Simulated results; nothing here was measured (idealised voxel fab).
Proc. module: voxel wiring stack
The cross-section shown here is cut; it is 220 nm wide and divided into square cells measuring 5 nm on a side.
We lay out every cross-section as a grid of square cells and spell it out in bands from the top down, where one band means one or more rows of cells.
Heads up on the band format: heights come first, top then bottom, in nm. After that it's the materials left to right, each with its width in nm. A single material flagged "throughout" fills the whole band edge to edge, and "air" means there's empty space there.
The reference from which all heights are counted is 0, the level beneath which the as-received wafer is entirely one material; the lowest band, having no lower bound, proceeds downward and is written after the example "0 -> down".
With a width like "30 to 40", each row of cells in the band differs from the next by the same amount, the top row carrying the first number and the bottom row the second.
It should be understood that the words "no change occurred", when stated for a given step, signify that the cross-section underwent no change in any of its cells during that step.
The list in "Sealed-off cavities" covers empty spaces of 8 cells or more that cannot reach the top through any open way, and it gives each as width x height at distance; the distance is from the left edge, and width, height and distance are in nm.
That trailing text on a step's line, after the settings, is the simulator's own remark on the step.
overlay nm: step with mask; distance mask lay right of planned place; negative value = left of planned place.
So the way this works: pairs, before and after one process step. The after picture only goes down to the lowest band that actually changed, nothing below. Step and its settings are under each pair. And watch out, pairs might come from different runs of this module, same starting wafer though, so a pair only follows on from the one above if its "Pre-process cross-section" entry tells you so.
Pre-process cross-section
	0 -> down = Si throughout
	Sealed-off cavities: none
After the Step
	15 -> 0 = SiO2 throughout
	Under 0: no change, same as before.
	Sealed-off cavities: none
Between the cross-sections above, the step performed was CONFORMAL_DEP (material SiO2; thk nm 15)
Pre-process cross-section: as in the pair right above, post-step view.
After the Step
	20 -> 15 = TiN throughout
	Under 15: no change, same as before.
	Sealed-off cavities: none
Between the cross-sections above, the step performed was DIRECTIONAL_DEP (material TiN; thk nm 5)
Pre-process cross-section: as in the pair right above, post-step view.
After the Step
	35 -> 20 = W throughout
	Under 20: no change, same as before.
	Sealed-off cavities: none
Between the cross-sections above, the step performed was DIRECTIONAL_DEP (material W; thk nm 15)
Pre-process cross-section: as in the pair right above, post-step view.
After the Step
	45 -> 35 = aC throughout
	Under 35: no change, same as before.
	Sealed-off cavities: none
Between the cross-sections above, the step performed was DIRECTIONAL_DEP (material aC; thk nm 10)
Pre-process cross-section: as in the pair right above, post-step view.
After the Step
	75 -> 45 = 75 of air  25 of resist  15 of air  25 of resist  80 of air
	Under 45: no change, same as before.
	Sealed-off cavities: none
Between the cross-sections above, the step performed was PATTERN (tone cover; mask id METAL_1; material resist; width nm 25; pitch nm 40; thk nm 30; overlay nm 0)
Pre-process cross-section: as in the pair right above, post-step view.
After the Step
	65 -> 45 = 75 of air  25 of resist  15 of air  25 of resist  80 of air
	45 -> 35 = 75 of air  25 of aC  15 of air  25 of aC  80 of air
	Under 35: no change, same as before.
	Sealed-off cavities: none
Between the cross-sections above, the step performed was DIRECTIONAL_ETCH (etch materials aC; depth nm 10)
Pre-process cross-section: as in the pair right above, post-step view.
After the Step
	45 -> 35 = 75 of air  25 of aC  15 of air  25 of aC  80 of air
	Under 35: no change, same as before.
	Sealed-off cavities: none
Between the cross-sections above, the step performed was STRIP (etch materials resist)
Pre-process cross-section: as in the pair right above, post-step view.
After the Step
	45 -> 35 = 75 of air  25 of aC  15 of air  25 of aC  80 of air
	35 -> 20 = 75 of air  25 of W  15 of air  25 of W  80 of air
	Under 20: no change, same as before.
	Sealed-off cavities: none
Between the cross-sections above, the step performed was DIRECTIONAL_ETCH (etch materials W; depth nm 15)
Pre-process cross-section: as in the pair right above, post-step view.
After the Step
	45 -> 35 = 75 of air  25 of aC  15 of air  25 of aC  80 of air
	35 -> 20 = 75 of air  25 of W  15 of air  25 of W  80 of air
	20 -> 15 = 75 of air  25 of TiN  15 of air  25 of TiN  80 of air
	Under 15: no change, same as before.
	Sealed-off cavities: none
Between the cross-sections above, the step performed was DIRECTIONAL_ETCH (etch materials TiN; depth nm 5)
Pre-process cross-section: as in the pair right above, post-step view.
After the Step
	35 -> 20 = 75 of air  25 of W  15 of air  25 of W  80 of air
	Under 20: no change, same as before.
	Sealed-off cavities: none
Between the cross-sections above, the step performed was STRIP (etch materials aC)
Pre-process cross-section: as in the pair right above, post-step view.
After the Step
	40 -> 35 = 70 of air  35 of SiCN  5 of air  35 of SiCN  75 of air
	35 -> 20 = 70 of air  5 of SiCN  25 of W  5 of SiCN  5 of air  5 of SiCN  25 of W  5 of SiCN  75 of air
	20 -> 15 = 75 of SiCN  25 of TiN  15 of SiCN  25 of TiN  80 of SiCN
	Under 15: no change, same as before.
	Sealed-off cavities: none
Between the cross-sections above, the step performed was CONFORMAL_DEP (material SiCN; thk nm 5)
Pre-process cross-section: as in the pair right above, post-step view.
After the Step
	45 -> 40 = SiO2 throughout
	40 -> 35 = 70 of SiO2  35 of SiCN  5 of SiO2  35 of SiCN  75 of SiO2
	35 -> 20 = 70 of SiO2  5 of SiCN  25 of W  5 of SiCN  5 of SiO2  5 of SiCN  25 of W  5 of SiCN  75 of SiO2
	Under 20: no change, same as before.
	Sealed-off cavities: none
Between the cross-sections above, the step performed was FILL_DEP (material SiO2; thk nm 5)
Pre-process cross-section: as in the pair right above, post-step view.
After the Step
	35 -> 20 = 70 of SiO2  5 of SiCN  25 of W  5 of SiCN  5 of SiO2  5 of SiCN  25 of W  5 of SiCN  75 of SiO2
	Under 20: no change, same as before.
	Sealed-off cavities: none
Between the cross-sections above, the step performed was CMP (height nm 35)
Pre-process cross-section: as in the pair right above, post-step view.
After the Step
	40 -> 35 = SiCN throughout
	Under 35: no change, same as before.
	Sealed-off cavities: none
Between the cross-sections above, the step performed was CONFORMAL_DEP (material SiCN; thk nm 5)
Pre-process cross-section: as in the pair right above, post-step view.
After the Step
	70 -> 40 = SiO2 throughout
	Under 40: no change, same as before.
	Sealed-off cavities: none
Between the cross-sections above, the step performed was DIRECTIONAL_DEP (material SiO2; thk nm 30)
Pre-process cross-section: as in the pair right above, post-step view.
After the Step
	80 -> 70 = aC throughout
	Under 70: no change, same as before.
	Sealed-off cavities: none
Between the cross-sections above, the step performed was DIRECTIONAL_DEP (material aC; thk nm 10)
Pre-process cross-section: as in the pair right above, post-step view.
After the Step
	110 -> 80 = 75 of resist  25 of air  15 of resist  25 of air  80 of resist
	Under 80: no change, same as before.
	Sealed-off cavities: none
Between the cross-sections above, the step performed was PATTERN (tone open; mask id METAL_2; material resist; width nm 25; pitch nm 40; thk nm 30; overlay nm 0)
Pre-process cross-section: as in the pair right above, post-step view.
After the Step
	100 -> 80 = 75 of resist  25 of air  15 of resist  25 of air  80 of resist
	80 -> 70 = 75 of aC  25 of air  15 of aC  25 of air  80 of aC
	Under 70: no change, same as before.
	Sealed-off cavities: none
Between the cross-sections above, the step performed was DIRECTIONAL_ETCH (etch materials aC; depth nm 10)
Pre-process cross-section: as in the pair right above, post-step view.
After the Step
	80 -> 70 = 75 of aC  25 of air  15 of aC  25 of air  80 of aC
	Under 70: no change, same as before.
	Sealed-off cavities: none
Between the cross-sections above, the step performed was STRIP (etch materials resist)
Pre-process cross-section: as in the pair right above, post-step view.
After the Step
	80 -> 70 = 75 of aC  25 of air  15 of aC  25 of air  80 of aC
	70 -> 55 = 75 of SiO2  25 of air  15 of SiO2  25 of air  80 of SiO2
	Under 55: no change, same as before.
	Sealed-off cavities: none
Between the cross-sections above, the step performed was DIRECTIONAL_ETCH (etch materials SiO2; depth nm 15)
Pre-process cross-section: as in the pair right above, post-step view.
After the Step
	70 -> 55 = 75 of SiO2  25 of air  15 of SiO2  25 of air  80 of SiO2
	Under 55: no change, same as before.
	Sealed-off cavities: none
Between the cross-sections above, the step performed was STRIP (etch materials aC)
Pre-process cross-section: as in the pair right above, post-step view.
After the Step
	70 -> 55 = 75 of SiO2  25 of air  15 of SiO2  25 of air  80 of SiO2
	55 -> 40 = 75 of SiO2  15 of air  25 of SiO2  15 of air  90 of SiO2
	Under 40: no change, same as before.
	Sealed-off cavities: none
Between the cross-sections above, the step performed was MASKED_ETCH (tone open; mask id METAL_2_HOLES; width nm 15; pitch nm 40; etch materials SiO2; depth nm 15; overlay nm 0)
Pre-process cross-section: as in the pair right above, post-step view.
After the Step
	70 -> 55 = 75 of SiO2  25 of air  15 of SiO2  25 of air  80 of SiO2
	55 -> 40 = 75 of SiO2  15 of air  25 of SiO2  15 of air  90 of SiO2
	40 -> 35 = 75 of SiCN  15 of air  25 of SiCN  15 of air  90 of SiCN
	Under 35: no change, same as before.
	Sealed-off cavities: none
Between the cross-sections above, the step performed was MASKED_ETCH (tone open; mask id METAL_2_HOLES; width nm 15; pitch nm 40; etch materials SiCN; depth nm 5; overlay nm 0)
Pre-process cross-section: as in the pair right above, post-step view.
After the Step
	75 -> 70 = 80 of TiN  15 of air  25 of TiN  15 of air  85 of TiN
	70 -> 60 = 75 of SiO2  5 of TiN  15 of air  5 of TiN  15 of SiO2  5 of TiN  15 of air  5 of TiN  80 of SiO2
	60 -> 55 = 75 of SiO2  5 of TiN  5 of air  15 of TiN  15 of SiO2  5 of TiN  5 of air  15 of TiN  80 of SiO2
	55 -> 40 = 75 of SiO2  5 of TiN  5 of air  5 of TiN  25 of SiO2  5 of TiN  5 of air  5 of TiN  90 of SiO2
	40 -> 35 = 75 of SiCN  15 of TiN  25 of SiCN  15 of TiN  90 of SiCN
	Under 35: no change, same as before.
	Sealed-off cavities: none
Between the cross-sections above, the step performed was CONFORMAL_DEP (material TiN; thk nm 5)
Pre-process cross-section: as in the pair right above, post-step view.
After the Step
	85 -> 75 = Cu throughout
	75 -> 70 = 80 of TiN  15 of Cu  25 of TiN  15 of Cu  85 of TiN
	70 -> 60 = 75 of SiO2  5 of TiN  15 of Cu  5 of TiN  15 of SiO2  5 of TiN  15 of Cu  5 of TiN  80 of SiO2
	60 -> 55 = 75 of SiO2  5 of TiN  5 of Cu  15 of TiN  15 of SiO2  5 of TiN  5 of Cu  15 of TiN  80 of SiO2
	55 -> 40 = 75 of SiO2  5 of TiN  5 of Cu  5 of TiN  25 of SiO2  5 of TiN  5 of Cu  5 of TiN  90 of SiO2
	Under 40: no change, same as before.
	Sealed-off cavities: none
Between the cross-sections above, the step performed was FILL_DEP (material Cu; thk nm 10)
Pre-process cross-section: as in the pair right above, post-step view.
After the Step
	70 -> 60 = 75 of SiO2  5 of TiN  15 of Cu  5 of TiN  15 of SiO2  5 of TiN  15 of Cu  5 of TiN  80 of SiO2
	Under 60: no change, same as before.
	Sealed-off cavities: none
Between the cross-sections above, the step performed was CMP (height nm 70)
Pre-process cross-section: as in the pair right above, post-step view.
After the Step
	75 -> 70 = SiN throughout
	Under 70: no change, same as before.
	Sealed-off cavities: none
Between the cross-sections above, the step performed was CONFORMAL_DEP (material SiN; thk nm 5)
Pre-process cross-section
	85 -> 75 = Cu throughout
	75 -> 70 = 80 of TiN  15 of Cu  25 of TiN  15 of Cu  85 of TiN
	70 -> 60 = 75 of SiO2  5 of TiN  15 of Cu  5 of TiN  15 of SiO2  5 of TiN  15 of Cu  5 of TiN  80 of SiO2
	60 -> 55 = 75 of SiO2  5 of TiN  5 of Cu  15 of TiN  15 of SiO2  5 of TiN  5 of Cu  15 of TiN  80 of SiO2
	55 -> 40 = 75 of SiO2  5 of TiN  5 of Cu  5 of TiN  25 of SiO2  5 of TiN  5 of Cu  5 of TiN  90 of SiO2
	40 -> 35 = 75 of SiCN  15 of TiN  25 of SiCN  15 of TiN  90 of SiCN
	35 -> 20 = 70 of SiO2  5 of SiCN  25 of W  5 of SiCN  5 of SiO2  5 of SiCN  25 of W  5 of SiCN  75 of SiO2
	20 -> 15 = 75 of SiCN  25 of TiN  15 of SiCN  25 of TiN  80 of SiCN
	15 -> 0 = SiO2 throughout
	0 -> down = Si throughout
	Sealed-off cavities: none
After the Step
	90 -> 85 = SiN throughout
	Under 85: no change, same as before.
	Sealed-off cavities: none
Between the cross-sections above, the step performed was CONFORMAL_DEP (material SiN; thk nm 5)
Pre-process cross-section
	80 -> 70 = 75 of aC  25 of air  15 of aC  25 of air  80 of aC
	70 -> 55 = 75 of SiO2  25 of air  15 of SiO2  25 of air  80 of SiO2
	55 -> 40 = SiO2 throughout
	40 -> 35 = SiCN throughout
	35 -> 20 = 70 of SiO2  5 of SiCN  25 of W  5 of SiCN  5 of SiO2  5 of SiCN  25 of W  5 of SiCN  75 of SiO2
	20 -> 15 = 75 of SiCN  25 of TiN  15 of SiCN  25 of TiN  80 of SiCN
	15 -> 0 = SiO2 throughout
	0 -> down = Si throughout
	Sealed-off cavities: none
After the Step
	80 -> 70 = 75 of aC  25 of air  15 of aC  25 of air  80 of aC
	70 -> 40 = 75 of SiO2  25 of air  15 of SiO2  25 of air  80 of SiO2
	Under 40: no change, same as before.
	Sealed-off cavities: none
Between the cross-sections above, the step performed was DIRECTIONAL_ETCH (etch materials SiO2; depth nm 15)
Pre-process cross-section: as in the pair right above, post-step view.
After the Step
	70 -> 40 = 75 of SiO2  25 of air  15 of SiO2  25 of air  80 of SiO2
	Under 40: no change, same as before.
	Sealed-off cavities: none
Between the cross-sections above, the step performed was STRIP (etch materials aC)
Pre-process cross-section: as in the pair right above, post-step view.
After the Step
	70 -> 40 = 75 of SiO2  25 of air  15 of SiO2  25 of air  80 of SiO2
	40 -> 35 = 75 of SiCN  15 of air  25 of SiCN  15 of air  90 of SiCN
	Under 35: no change, same as before.
	Sealed-off cavities: none
Between the cross-sections above, the step performed was MASKED_ETCH (tone open; mask id METAL_2_HOLES; width nm 15; pitch nm 40; etch materials SiCN; depth nm 5; overlay nm 0)
Pre-process cross-section: as in the pair right above, post-step view.
After the Step
	75 -> 70 = 80 of TiN  15 of air  25 of TiN  15 of air  85 of TiN
	70 -> 45 = 75 of SiO2  5 of TiN  15 of air  5 of TiN  15 of SiO2  5 of TiN  15 of air  5 of TiN  80 of SiO2
	45 -> 40 = 75 of SiO2  5 of TiN  5 of air  15 of TiN  15 of SiO2  5 of TiN  5 of air  15 of TiN  80 of SiO2
	40 -> 35 = 75 of SiCN  15 of TiN  25 of SiCN  15 of TiN  90 of SiCN
	Under 35: no change, same as before.
	Sealed-off cavities: none
Between the cross-sections above, the step performed was CONFORMAL_DEP (material TiN; thk nm 5)
Pre-process cross-section: as in the pair right above, post-step view.
After the Step
	85 -> 75 = Cu throughout
	75 -> 70 = 80 of TiN  15 of Cu  25 of TiN  15 of Cu  85 of TiN
	70 -> 45 = 75 of SiO2  5 of TiN  15 of Cu  5 of TiN  15 of SiO2  5 of TiN  15 of Cu  5 of TiN  80 of SiO2
	45 -> 40 = 75 of SiO2  5 of TiN  5 of Cu  15 of TiN  15 of SiO2  5 of TiN  5 of Cu  15 of TiN  80 of SiO2
	Under 40: no change, same as before.
	Sealed-off cavities: none
Between the cross-sections above, the step performed was FILL_DEP (material Cu; thk nm 10)
Pre-process cross-section: as in the pair right above, post-step view.
After the Step
	70 -> 45 = 75 of SiO2  5 of TiN  15 of Cu  5 of TiN  15 of SiO2  5 of TiN  15 of Cu  5 of TiN  80 of SiO2
	Under 45: no change, same as before.
	Sealed-off cavities: none
Between the cross-sections above, the step performed was CMP (height nm 70)
Pre-process cross-section: as in the pair right above, post-step view.
After the Step
	75 -> 70 = SiN throughout
	Under 70: no change, same as before.
	Sealed-off cavities: none
Between the cross-sections above, the step performed was CONFORMAL_DEP (material SiN; thk nm 5)
Pre-process cross-section
	0 -> down = Si throughout
	Sealed-off cavities: none
After the Step
	5 -> 0 = TiN throughout
	Under 0: no change, same as before.
	Sealed-off cavities: none
Between the cross-sections above, the step performed was DIRECTIONAL_DEP (material TiN; thk nm 5)
Pre-process cross-section: as in the pair right above, post-step view.
After the Step
	20 -> 5 = SiO2 throughout
	Under 5: no change, same as before.
	Sealed-off cavities: none
Between the cross-sections above, the step performed was CONFORMAL_DEP (material SiO2; thk nm 15)
Pre-process cross-section: as in the pair right above, post-step view.
After the Step
	35 -> 20 = W throughout
	Under 20: no change, same as before.
	Sealed-off cavities: none
Between the cross-sections above, the step performed was DIRECTIONAL_DEP (material W; thk nm 15)
Pre-process cross-section: as in the pair right above, post-step view.
After the Step
	45 -> 35 = aC throughout
	Under 35: no change, same as before.
	Sealed-off cavities: none
Between the cross-sections above, the step performed was DIRECTIONAL_DEP (material aC; thk nm 10)
Pre-process cross-section: as in the pair right above, post-step view.
After the Step
	75 -> 45 = 75 of air  25 of resist  15 of air  25 of resist  80 of air
	Under 45: no change, same as before.
	Sealed-off cavities: none
Between the cross-sections above, the step performed was PATTERN (tone cover; mask id METAL_1; material resist; width nm 25; pitch nm 40; thk nm 30; overlay nm 0)
Pre-process cross-section: as in the pair right above, post-step view.
After the Step
	65 -> 45 = 75 of air  25 of resist  15 of air  25 of resist  80 of air
	45 -> 35 = 75 of air  25 of aC  15 of air  25 of aC  80 of air
	Under 35: no change, same as before.
	Sealed-off cavities: none
Between the cross-sections above, the step performed was DIRECTIONAL_ETCH (etch materials aC; depth nm 10)
Pre-process cross-section: as in the pair right above, post-step view.
After the Step
	45 -> 35 = 75 of air  25 of aC  15 of air  25 of aC  80 of air
	Under 35: no change, same as before.
	Sealed-off cavities: none
Between the cross-sections above, the step performed was STRIP (etch materials resist)
Pre-process cross-section: as in the pair right above, post-step view.
After the Step
	45 -> 35 = 75 of air  25 of aC  15 of air  25 of aC  80 of air
	35 -> 20 = 75 of air  25 of W  15 of air  25 of W  80 of air
	Under 20: no change, same as before.
	Sealed-off cavities: none
Between the cross-sections above, the step performed was DIRECTIONAL_ETCH (etch materials W; depth nm 15)
Pre-process cross-section: as in the pair right above, post-step view.
After the Step
	35 -> 20 = 75 of air  25 of W  15 of air  25 of W  80 of air
	Under 20: no change, same as before.
	Sealed-off cavities: none
Between the cross-sections above, the step performed was STRIP (etch materials aC)
Pre-process cross-section: as in the pair right above, post-step view.
After the Step
	40 -> 35 = 70 of air  35 of SiCN  5 of air  35 of SiCN  75 of air
	35 -> 25 = 70 of air  5 of SiCN  25 of W  5 of SiCN  5 of air  5 of SiCN  25 of W  5 of SiCN  75 of air
	25 -> 20 = 75 of SiCN  25 of W  15 of SiCN  25 of W  80 of SiCN
	Under 20: no change, same as before.
	Sealed-off cavities: none
Between the cross-sections above, the step performed was CONFORMAL_DEP (material SiCN; thk nm 5)
Pre-process cross-section: as in the pair right above, post-step view.
After the Step
	45 -> 40 = SiO2 throughout
	40 -> 35 = 70 of SiO2  35 of SiCN  5 of SiO2  35 of SiCN  75 of SiO2
	35 -> 25 = 70 of SiO2  5 of SiCN  25 of W  5 of SiCN  5 of SiO2  5 of SiCN  25 of W  5 of SiCN  75 of SiO2
	Under 25: no change, same as before.
	Sealed-off cavities: none
Between the cross-sections above, the step performed was FILL_DEP (material SiO2; thk nm 5)
Pre-process cross-section: as in the pair right above, post-step view.
After the Step
	35 -> 25 = 70 of SiO2  5 of SiCN  25 of W  5 of SiCN  5 of SiO2  5 of SiCN  25 of W  5 of SiCN  75 of SiO2
	Under 25: no change, same as before.
	Sealed-off cavities: none
Between the cross-sections above, the step performed was CMP (height nm 35)
Pre-process cross-section: as in the pair right above, post-step view.
After the Step
	40 -> 35 = SiCN throughout
	Under 35: no change, same as before.
	Sealed-off cavities: none
Between the cross-sections above, the step performed was CONFORMAL_DEP (material SiCN; thk nm 5)
Pre-process cross-section: as in the pair right above, post-step view.
After the Step
	70 -> 40 = SiO2 throughout
	Under 40: no change, same as before.
	Sealed-off cavities: none
Between the cross-sections above, the step performed was DIRECTIONAL_DEP (material SiO2; thk nm 30)
Pre-process cross-section: as in the pair right above, post-step view.
After the Step
	80 -> 70 = aC throughout
	Under 70: no change, same as before.
	Sealed-off cavities: none
Between the cross-sections above, the step performed was DIRECTIONAL_DEP (material aC; thk nm 10)
Pre-process cross-section: as in the pair right above, post-step view.
After the Step
	110 -> 80 = 75 of resist  25 of air  15 of resist  25 of air  80 of resist
	Under 80: no change, same as before.
	Sealed-off cavities: none
Between the cross-sections above, the step performed was PATTERN (tone open; mask id METAL_2; material resist; width nm 25; pitch nm 40; thk nm 30; overlay nm 0)
Pre-process cross-section: as in the pair right above, post-step view.
After the Step
	100 -> 80 = 75 of resist  25 of air  15 of resist  25 of air  80 of resist
	80 -> 70 = 75 of aC  25 of air  15 of aC  25 of air  80 of aC
	Under 70: no change, same as before.
	Sealed-off cavities: none
Between the cross-sections above, the step performed was DIRECTIONAL_ETCH (etch materials aC; depth nm 10)
Pre-process cross-section: as in the pair right above, post-step view.
After the Step
	80 -> 70 = 75 of aC  25 of air  15 of aC  25 of air  80 of aC
	Under 70: no change, same as before.
	Sealed-off cavities: none
Between the cross-sections above, the step performed was STRIP (etch materials resist)
Pre-process cross-section: as in the pair right above, post-step view.
After the Step
	80 -> 70 = 75 of aC  25 of air  15 of aC  25 of air  80 of aC
	70 -> 55 = 75 of SiO2  25 of air  15 of SiO2  25 of air  80 of SiO2
	Under 55: no change, same as before.
	Sealed-off cavities: none
Between the cross-sections above, the step performed was DIRECTIONAL_ETCH (etch materials SiO2; depth nm 15)
Pre-process cross-section: as in the pair right above, post-step view.
After the Step
	70 -> 55 = 75 of SiO2  25 of air  15 of SiO2  25 of air  80 of SiO2
	Under 55: no change, same as before.
	Sealed-off cavities: none
Between the cross-sections above, the step performed was STRIP (etch materials aC)
Pre-process cross-section: as in the pair right above, post-step view.
After the Step
	70 -> 55 = 75 of SiO2  25 of air  15 of SiO2  25 of air  80 of SiO2
	55 -> 40 = 75 of SiO2  15 of air  25 of SiO2  15 of air  90 of SiO2
	Under 40: no change, same as before.
	Sealed-off cavities: none
Between the cross-sections above, the step performed was MASKED_ETCH (tone open; mask id METAL_2_HOLES; width nm 15; pitch nm 40; etch materials SiO2; depth nm 15; overlay nm 0)
Pre-process cross-section: as in the pair right above, post-step view.
After the Step
	70 -> 55 = 75 of SiO2  25 of air  15 of SiO2  25 of air  80 of SiO2
	55 -> 40 = 75 of SiO2  15 of air  25 of SiO2  15 of air  90 of SiO2
	40 -> 35 = 75 of SiCN  15 of air  25 of SiCN  15 of air  90 of SiCN
	Under 35: no change, same as before.
	Sealed-off cavities: none
Between the cross-sections above, the step performed was MASKED_ETCH (tone open; mask id METAL_2_HOLES; width nm 15; pitch nm 40; etch materials SiCN; depth nm 5; overlay nm 0)
Pre-process cross-section: as in the pair right above, post-step view.
After the Step
	75 -> 70 = 80 of TiN  15 of air  25 of TiN  15 of air  85 of TiN
	70 -> 60 = 75 of SiO2  5 of TiN  15 of air  5 of TiN  15 of SiO2  5 of TiN  15 of air  5 of TiN  80 of SiO2
	60 -> 55 = 75 of SiO2  5 of TiN  5 of air  15 of TiN  15 of SiO2  5 of TiN  5 of air  15 of TiN  80 of SiO2
	55 -> 40 = 75 of SiO2  5 of TiN  5 of air  5 of TiN  25 of SiO2  5 of TiN  5 of air  5 of TiN  90 of SiO2
	40 -> 35 = 75 of SiCN  15 of TiN  25 of SiCN  15 of TiN  90 of SiCN
	Under 35: no change, same as before.
	Sealed-off cavities: none
Between the cross-sections above, the step performed was CONFORMAL_DEP (material TiN; thk nm 5)
Pre-process cross-section: as in the pair right above, post-step view.
After the Step
	85 -> 75 = Cu throughout
	75 -> 70 = 80 of TiN  15 of Cu  25 of TiN  15 of Cu  85 of TiN
	70 -> 60 = 75 of SiO2  5 of TiN  15 of Cu  5 of TiN  15 of SiO2  5 of TiN  15 of Cu  5 of TiN  80 of SiO2
	60 -> 55 = 75 of SiO2  5 of TiN  5 of Cu  15 of TiN  15 of SiO2  5 of TiN  5 of Cu  15 of TiN  80 of SiO2
	55 -> 40 = 75 of SiO2  5 of TiN  5 of Cu  5 of TiN  25 of SiO2  5 of TiN  5 of Cu  5 of TiN  90 of SiO2
	Under 40: no change, same as before.
	Sealed-off cavities: none
Between the cross-sections above, the step performed was FILL_DEP (material Cu; thk nm 10)
Pre-process cross-section: as in the pair right above, post-step view.
After the Step
	70 -> 60 = 75 of SiO2  5 of TiN  15 of Cu  5 of TiN  15 of SiO2  5 of TiN  15 of Cu  5 of TiN  80 of SiO2
	Under 60: no change, same as before.
	Sealed-off cavities: none
Between the cross-sections above, the step performed was CMP (height nm 70)
Pre-process cross-section: as in the pair right above, post-step view.
After the Step
	75 -> 70 = SiN throughout
	Under 70: no change, same as before.
	Sealed-off cavities: none
Between the cross-sections above, the step performed was CONFORMAL_DEP (material SiN; thk nm 5)
Pre-process cross-section
	45 -> 40 = SiO2 throughout
	40 -> 35 = 70 of SiO2  35 of SiCN  5 of SiO2  35 of SiCN  75 of SiO2
	35 -> 20 = 70 of SiO2  5 of SiCN  25 of W  5 of SiCN  5 of SiO2  5 of SiCN  25 of W  5 of SiCN  75 of SiO2
	20 -> 15 = 75 of SiCN  25 of TiN  15 of SiCN  25 of TiN  80 of SiCN
	15 -> 0 = SiO2 throughout
	0 -> down = Si throughout
	Sealed-off cavities: none
After the Step
	25 -> 20 = 70 of SiO2  5 of SiCN  25 of W  5 of SiCN  5 of SiO2  5 of SiCN  25 of W  5 of SiCN  75 of SiO2
	Under 20: no change, same as before.
	Sealed-off cavities: none
Between the cross-sections above, the step performed was CMP (height nm 25)
Pre-process cross-section: as in the pair right above, post-step view.
After the Step
	30 -> 25 = SiCN throughout
	Under 25: no change, same as before.
	Sealed-off cavities: none
Between the cross-sections above, the step performed was CONFORMAL_DEP (material SiCN; thk nm 5)
Pre-process cross-section: as in the pair right above, post-step view.
After the Step
	60 -> 30 = SiO2 throughout
	Under 30: no change, same as before.
	Sealed-off cavities: none
Between the cross-sections above, the step performed was DIRECTIONAL_DEP (material SiO2; thk nm 30)
Pre-process cross-section: as in the pair right above, post-step view.
After the Step
	70 -> 60 = aC throughout
	Under 60: no change, same as before.
	Sealed-off cavities: none
Between the cross-sections above, the step performed was DIRECTIONAL_DEP (material aC; thk nm 10)
Pre-process cross-section: as in the pair right above, post-step view.
After the Step
	100 -> 70 = 75 of resist  25 of air  15 of resist  25 of air  80 of resist
	Under 70: no change, same as before.
	Sealed-off cavities: none
Between the cross-sections above, the step performed was PATTERN (tone open; mask id METAL_2; material resist; width nm 25; pitch nm 40; thk nm 30; overlay nm 0)
Pre-process cross-section: as in the pair right above, post-step view.
After the Step
	90 -> 70 = 75 of resist  25 of air  15 of resist  25 of air  80 of resist
	70 -> 60 = 75 of aC  25 of air  15 of aC  25 of air  80 of aC
	Under 60: no change, same as before.
	Sealed-off cavities: none
Between the cross-sections above, the step performed was DIRECTIONAL_ETCH (etch materials aC; depth nm 10)
Pre-process cross-section: as in the pair right above, post-step view.
After the Step
	70 -> 60 = 75 of aC  25 of air  15 of aC  25 of air  80 of aC
	Under 60: no change, same as before.
	Sealed-off cavities: none
Between the cross-sections above, the step performed was STRIP (etch materials resist)
Pre-process cross-section: as in the pair right above, post-step view.
After the Step
	70 -> 60 = 75 of aC  25 of air  15 of aC  25 of air  80 of aC
	60 -> 45 = 75 of SiO2  25 of air  15 of SiO2  25 of air  80 of SiO2
	Under 45: no change, same as before.
	Sealed-off cavities: none
Between the cross-sections above, the step performed was DIRECTIONAL_ETCH (etch materials SiO2; depth nm 15)
Pre-process cross-section: as in the pair right above, post-step view.
After the Step
	60 -> 45 = 75 of SiO2  25 of air  15 of SiO2  25 of air  80 of SiO2
	Under 45: no change, same as before.
	Sealed-off cavities: none
Between the cross-sections above, the step performed was STRIP (etch materials aC)
Pre-process cross-section: as in the pair right above, post-step view.
After the Step
	60 -> 45 = 75 of SiO2  25 of air  15 of SiO2  25 of air  80 of SiO2
	45 -> 30 = 75 of SiO2  15 of air  25 of SiO2  15 of air  90 of SiO2
	Under 30: no change, same as before.
	Sealed-off cavities: none
Between the cross-sections above, the step performed was MASKED_ETCH (tone open; mask id METAL_2_HOLES; width nm 15; pitch nm 40; etch materials SiO2; depth nm 15; overlay nm 0)
Pre-process cross-section: as in the pair right above, post-step view.
After the Step
	60 -> 45 = 75 of SiO2  25 of air  15 of SiO2  25 of air  80 of SiO2
	45 -> 30 = 75 of SiO2  15 of air  25 of SiO2  15 of air  90 of SiO2
	30 -> 25 = 75 of SiCN  15 of air  25 of SiCN  15 of air  90 of SiCN
	Under 25: no change, same as before.
	Sealed-off cavities: none
Between the cross-sections above, the step performed was MASKED_ETCH (tone open; mask id METAL_2_HOLES; width nm 15; pitch nm 40; etch materials SiCN; depth nm 5; overlay nm 0)
Pre-process cross-section: as in the pair right above, post-step view.
After the Step
	65 -> 60 = 80 of TiN  15 of air  25 of TiN  15 of air  85 of TiN
	60 -> 50 = 75 of SiO2  5 of TiN  15 of air  5 of TiN  15 of SiO2  5 of TiN  15 of air  5 of TiN  80 of SiO2
	50 -> 45 = 75 of SiO2  5 of TiN  5 of air  15 of TiN  15 of SiO2  5 of TiN  5 of air  15 of TiN  80 of SiO2
	45 -> 30 = 75 of SiO2  5 of TiN  5 of air  5 of TiN  25 of SiO2  5 of TiN  5 of air  5 of TiN  90 of SiO2
	30 -> 25 = 75 of SiCN  15 of TiN  25 of SiCN  15 of TiN  90 of SiCN
	Under 25: no change, same as before.
	Sealed-off cavities: none
Between the cross-sections above, the step performed was CONFORMAL_DEP (material TiN; thk nm 5)
Pre-process cross-section: as in the pair right above, post-step view.
After the Step
	75 -> 65 = Cu throughout
	65 -> 60 = 80 of TiN  15 of Cu  25 of TiN  15 of Cu  85 of TiN
	60 -> 50 = 75 of SiO2  5 of TiN  15 of Cu  5 of TiN  15 of SiO2  5 of TiN  15 of Cu  5 of TiN  80 of SiO2
	50 -> 45 = 75 of SiO2  5 of TiN  5 of Cu  15 of TiN  15 of SiO2  5 of TiN  5 of Cu  15 of TiN  80 of SiO2
	45 -> 30 = 75 of SiO2  5 of TiN  5 of Cu  5 of TiN  25 of SiO2  5 of TiN  5 of Cu  5 of TiN  90 of SiO2
	Under 30: no change, same as before.
	Sealed-off cavities: none
Between the cross-sections above, the step performed was FILL_DEP (material Cu; thk nm 10)
Pre-process cross-section: as in the pair right above, post-step view.
After the Step
	70 -> 65 = Cu throughout
	Under 65: no change, same as before.
	Sealed-off cavities: none
Between the cross-sections above, the step performed was CMP (height nm 70)
Pre-process cross-section: as in the pair right above, post-step view.
After the Step
	75 -> 70 = SiN throughout
	Under 70: no change, same as before.
	Sealed-off cavities: none
Between the cross-sections above, the step performed was CONFORMAL_DEP (material SiN; thk nm 5)
